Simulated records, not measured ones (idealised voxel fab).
Name of the process module below: voxel wiring stack
Section cut is 265 nm wide and gridded with 5 nm square cells.
Cross-section spec: square-cell grid; bands listed top down; each band is one or more rows.
Band: top height; bottom height; in nm. Then, left to right: material with width in nm, for each material. "full width": a single material spanning edge to edge. "air": empty space.
Below 0: as-received wafer, all one material; heights counted from there. Lowest band: no bottom, goes on down, written "0..down".
Quick explanation for "30..40": the width changes in equal steps down the rows of cells, from the first number in the band's top row to the second number in its bottom row.
For the purposes of this document, the phrase "same as before" attached to a step denotes that no cell within the cross-section was modified by that step.
In "Unvented internal voids" the enclosed voids are listed, meaning empty spaces of 8 cells or larger without any opening to the top. The form is width x height at distance, distance from the left edge, units nm.
It should be noted that, on the line of a given step, the content following the step's settings is a remark produced by the simulator itself with respect to that step.
What "overlay nm" on a step's line means: if the step has a mask, that mask lay this far to the right of its planned place, or, when the value is negative, to the left.

Process steps foreseen in the plan:
1 RECEIVE (material Si)
2 CONFORMAL_DEP (material SiO2; thk nm 10)
3 CONFORMAL_DEP (material SiCN; thk nm 5)
4 DIRECTIONAL_DEP (material lowk; thk nm 25)
5 PATTERN (tone open; mask id METAL_1; material resist; width nm 20; pitch nm 45; thk nm 20; overlay nm 0)
6 DIRECTIONAL_ETCH (etch materials lowk; depth nm 25)
7 DIRECTIONAL_ETCH (etch materials SiCN; depth nm 5)
8 STRIP (etch materials resist)
9 CONFORMAL_DEP (material TiN; thk nm 5)
10 FILL_DEP (material Cu; thk nm 10)
11 CMP (height nm 40)
12 CONFORMAL_DEP (material SiCN; thk nm 5)
13 DIRECTIONAL_DEP (material lowk; thk nm 30)
14 MASKED_ETCH (tone open; mask id METAL_2; width nm 20; pitch nm 45; etch materials lowk; depth nm 15; overlay nm 0)
15 DIRECTIONAL_DEP (material aC; thk nm 10)
16 PATTERN (tone open; mask id METAL_2_HOLES; material resist; width nm 15; pitch nm 45; thk nm 30; overlay nm 0)
17 DIRECTIONAL_ETCH (etch materials aC; depth nm 10)
18 STRIP (etch materials resist)
19 DIRECTIONAL_ETCH (etch materials lowk; depth nm 15)
20 DIRECTIONAL_ETCH (etch materials SiCN; depth nm 5)
21 STRIP (etch materials aC)
22 CONFORMAL_DEP (material TiN; thk nm 5)
23 FILL_DEP (material Cu; thk nm 10)
24 CMP (height nm 75)
25 CONFORMAL_DEP (material SiCN; thk nm 5)
26 DIRECTIONAL_DEP (material SiO2; thk nm 15)
27 DIRECTIONAL_DEP (material aC; thk nm 15)
28 PATTERN (tone open; mask id PLUG_2; material resist; width nm 15; pitch nm 90; thk nm 35; overlay nm 0)
29 DIRECTIONAL_ETCH (etch materials aC; depth nm 15)
30 STRIP (etch materials resist)
31 DIRECTIONAL_ETCH (etch materials SiO2; depth nm 15)
32 DIRECTIONAL_ETCH (etch materials SiCN; depth nm 5)
33 STRIP (etch materials aC)
34 EPI (material Ru; thk nm 10)
35 EPI (material Ru; thk nm 10)
36 DIRECTIONAL_DEP (material TiN; thk nm 5)
37 DIRECTIONAL_DEP (material Ru; thk nm 25)
38 MASKED_ETCH (tone cover; mask id METAL_3; width nm 20; pitch nm 45; etch materials Ru; depth nm 25; overlay nm 0)
39 MASKED_ETCH (tone cover; mask id METAL_3; width nm 20; pitch nm 45; etch materials TiN; depth nm 5; overlay nm 0)
40 FILL_DEP (material SiO2; thk nm 10)
41 CMP (height nm 125)
42 CONFORMAL_DEP (material SiCN; thk nm 5)
43 DIRECTIONAL_DEP (material lowk; thk nm 25)
44 MASKED_ETCH (tone open; mask id METAL_4_HOLES; width nm 15; pitch nm 45; etch materials lowk; depth nm 25; overlay nm 0)
45 PATTERN (tone open; mask id METAL_4; material resist; width nm 20; pitch nm 45; thk nm 15; overlay nm 0)
46 DIRECTIONAL_ETCH (etch materials lowk; depth nm 15)
47 DIRECTIONAL_ETCH (etch materials SiCN; depth nm 5)
48 STRIP (etch materials resist)
49 CONFORMAL_DEP (material TiN; thk nm 5)
50 FILL_DEP (material Cu; thk nm 10)
51 CMP (height nm 155)
52 CONFORMAL_DEP (material SiN; thk nm 5)

Wafer cross-section on receipt, i.e. after step 1:
  0..down  Si full width
  Unvented internal voids: none

End-of-module cross-section of the first of two wafers, processed as planned:
  160..155  SiN full width
  155..145  55 lowk; 5 TiN; 10 Cu; 5 TiN; 25 lowk; 5 TiN; 10 Cu; 5 TiN; 25 lowk; 5 TiN; 10 Cu; 5 TiN; 25 lowk; 5 TiN; 10 Cu; 5 TiN; 55 lowk
  145..140  55 lowk; 5 TiN; 5 Cu; 10 TiN; 25 lowk; 5 TiN; 5 Cu; 10 TiN; 25 lowk; 5 TiN; 5 Cu; 10 TiN; 25 lowk; 5 TiN; 5 Cu; 10 TiN; 55 lowk
  140..130  55 lowk; 5 TiN; 5 Cu; 5 TiN; 30 lowk; 5 TiN; 5 Cu; 5 TiN; 30 lowk; 5 TiN; 5 Cu; 5 TiN; 30 lowk; 5 TiN; 5 Cu; 5 TiN; 60 lowk
  130..125  55 SiCN; 15 TiN; 30 SiCN; 15 TiN; 30 SiCN; 15 TiN; 30 SiCN; 15 TiN; 60 SiCN
  125..100  55 SiO2; 20 Ru; 25 SiO2; 20 Ru; 25 SiO2; 20 Ru; 25 SiO2; 20 Ru; 55 SiO2
  100..95  55 SiO2; 20 TiN; 25 SiO2; 20 TiN; 25 SiO2; 20 TiN; 25 SiO2; 20 TiN; 55 SiO2
  95..80  55 SiO2; 15 Ru; 75 SiO2; 15 Ru; 105 SiO2
  80..75  55 SiCN; 15 Ru; 75 SiCN; 15 Ru; 105 SiCN
  75..65  55 lowk; 5 TiN; 10 Cu; 5 TiN; 25 lowk; 5 TiN; 10 Cu; 5 TiN; 25 lowk; 5 TiN; 10 Cu; 5 TiN; 25 lowk; 5 TiN; 10 Cu; 5 TiN; 55 lowk
  65..60  55 lowk; 5 TiN; 5 Cu; 10 TiN; 25 lowk; 5 TiN; 5 Cu; 10 TiN; 25 lowk; 5 TiN; 5 Cu; 10 TiN; 25 lowk; 5 TiN; 5 Cu; 10 TiN; 55 lowk
  60..45  55 lowk; 5 TiN; 5 Cu; 5 TiN; 30 lowk; 5 TiN; 5 Cu; 5 TiN; 30 lowk; 5 TiN; 5 Cu; 5 TiN; 30 lowk; 5 TiN; 5 Cu; 5 TiN; 60 lowk
  45..40  55 SiCN; 15 TiN; 30 SiCN; 15 TiN; 30 SiCN; 15 TiN; 30 SiCN; 15 TiN; 60 SiCN
  40..15  55 lowk; 5 TiN; 10 Cu; 5 TiN; 25 lowk; 5 TiN; 10 Cu; 5 TiN; 25 lowk; 5 TiN; 10 Cu; 5 TiN; 25 lowk; 5 TiN; 10 Cu; 5 TiN; 55 lowk
  15..10  55 SiCN; 20 TiN; 25 SiCN; 20 TiN; 25 SiCN; 20 TiN; 25 SiCN; 20 TiN; 55 SiCN
  10..0  SiO2 full width
  0..down  Si full width
  Unvented internal voids: none

Cross-sectional image of the second wafer of the two following completion of the module. Starting state and process plan were the same as for the first wafer; one execution error occurred:
  160..155  SiN full width
  155..145  55 lowk; 5 TiN; 10 Cu; 5 TiN; 25 lowk; 5 TiN; 10 Cu; 5 TiN; 25 lowk; 5 TiN; 10 Cu; 5 TiN; 25 lowk; 5 TiN; 10 Cu; 5 TiN; 55 lowk
  145..140  55 lowk; 5 TiN; 5 Cu; 10 TiN; 25 lowk; 5 TiN; 5 Cu; 10 TiN; 25 lowk; 5 TiN; 5 Cu; 10 TiN; 25 lowk; 5 TiN; 5 Cu; 10 TiN; 55 lowk
  140..130  55 lowk; 5 TiN; 5 Cu; 5 TiN; 30 lowk; 5 TiN; 5 Cu; 5 TiN; 30 lowk; 5 TiN; 5 Cu; 5 TiN; 30 lowk; 5 TiN; 5 Cu; 5 TiN; 60 lowk
  130..125  55 SiCN; 15 TiN; 30 SiCN; 15 TiN; 30 SiCN; 15 TiN; 30 SiCN; 15 TiN; 60 SiCN
  125..115  55 SiO2; 20 Ru; 25 SiO2; 20 Ru; 25 SiO2; 20 Ru; 25 SiO2; 20 Ru; 55 SiO2
  115..110  55 SiO2; 20 TiN; 25 SiO2; 20 TiN; 25 SiO2; 20 TiN; 25 SiO2; 20 TiN; 55 SiO2
  110..95  55 SiO2; 15 Ru; 75 SiO2; 15 Ru; 105 SiO2
  95..90  55 SiCN; 15 Ru; 75 SiCN; 15 Ru; 105 SiCN
  90..80  Cu full width
  80..75  60 TiN; 10 Cu; 35 TiN; 10 Cu; 35 TiN; 10 Cu; 35 TiN; 10 Cu; 60 TiN
  75..65  55 lowk; 5 TiN; 10 Cu; 5 TiN; 25 lowk; 5 TiN; 10 Cu; 5 TiN; 25 lowk; 5 TiN; 10 Cu; 5 TiN; 25 lowk; 5 TiN; 10 Cu; 5 TiN; 55 lowk
  65..60  55 lowk; 5 TiN; 5 Cu; 10 TiN; 25 lowk; 5 TiN; 5 Cu; 10 TiN; 25 lowk; 5 TiN; 5 Cu; 10 TiN; 25 lowk; 5 TiN; 5 Cu; 10 TiN; 55 lowk
  60..45  55 lowk; 5 TiN; 5 Cu; 5 TiN; 30 lowk; 5 TiN; 5 Cu; 5 TiN; 30 lowk; 5 TiN; 5 Cu; 5 TiN; 30 lowk; 5 TiN; 5 Cu; 5 TiN; 60 lowk
  45..40  55 SiCN; 15 TiN; 30 SiCN; 15 TiN; 30 SiCN; 15 TiN; 30 SiCN; 15 TiN; 60 SiCN
  40..15  55 lowk; 5 TiN; 10 Cu; 5 TiN; 25 lowk; 5 TiN; 10 Cu; 5 TiN; 25 lowk; 5 TiN; 10 Cu; 5 TiN; 25 lowk; 5 TiN; 10 Cu; 5 TiN; 55 lowk
  15..10  55 SiCN; 20 TiN; 25 SiCN; 20 TiN; 25 SiCN; 20 TiN; 25 SiCN; 20 TiN; 55 SiCN
  10..0  SiO2 full width
  0..down  Si full width
  Unvented internal voids: none
Deviation from plan: step 24 of the plan was jumped over and never run
Cell-count delta at end, second wafer over first, by material: Cu +114, Ru -48, SiO2 -111, TiN +45
